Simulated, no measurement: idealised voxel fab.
A process module follows: voxel local oxidation.
Cross-section cut spans 295 nm and uses square cells 5 nm in size.
For the purposes of this document, a cross-section shall be understood as a grid of square cells, specified as bands listed in top-to-bottom order, each band consisting of one or more rows of cells. Band entry format. Leading values: height of top, height of bottom, nm. Remainder: materials in left-to-right order, each with its width in nm. Special words: "everywhere" on a single material, which then fills the band edge to edge; "air", empty space. Heights are reckoned from 0. Under this level, the received wafer is all of one material. The bottommost band is open-ended downward, for example "0..down". A width such as "30..40" changes by the same amount from each row of cells to the next, from the band's top row to its bottom row. "no change" for a step: no cell of the cross-section changed in that step. Basically, "Sealed internal cavities" tells you about the enclosed voids: empty spaces with no open way to the top, 8 cells or bigger, each written width x height at distance, where distance is from the left edge, all in nm. Text after the settings on a step's line: the simulator's own remark on that step. overlay nm: for a step with a mask, the amount by which the mask lay right of where it was planned; a negative amount means left of it.
List of planned process steps
1. RECEIVE [material Si]
2. CONFORMAL_DEP [material SiO2] [thk nm 5]
3. CONFORMAL_DEP [material SiN] [thk nm 15]
4. MASKED_ETCH [tone cover] [mask id ACTIVE] [width nm 100] [etch materials SiN] [depth nm 15] [overlay nm 0]
5. SELECTIVE_ETCH [etch materials SiO2] [depth nm 5]
6. OXIDIZE [depth nm 10]
7. STRIP [etch materials SiN]
Same starting wafers, different depth nm at step 5. Plan value belongs to the first wafer.
Cut through the first of several wafers as received, post step 1
  0..down: Si everywhere
  Sealed internal cavities: none
End of the module, past its last step, step 7: how the first of several wafers looks in cross-section
  5..0: air: 100, SiO2: 90, air: 105
  0..-10: SiO2: 110, Si: 70, SiO2: 115
  -10..down: Si everywhere
  Sealed internal cavities: none
Here's the last wafer cross-sectioned at the end of the module
  5..0: air: 115, SiO2: 60, air: 120
  0..-10: SiO2: 125, Si: 40, SiO2: 130
  -10..down: Si everywhere
  Sealed internal cavities: none
Tabulated below, wafer by wafer, are the end-of-module results: for each material, the number of cells gained (+) or lost (-) relative to the as-received state, followed by the closed voids
depth nm 5 | -90 Si | +108 SiO2 | Sealed internal cavities: none
depth nm 10 | -94 Si | +110 SiO2 | Sealed internal cavities: none
depth nm 15 | -98 Si | +112 SiO2 | Sealed internal cavities: none
depth nm 20 | -102 Si | +114 SiO2 | Sealed internal cavities: none
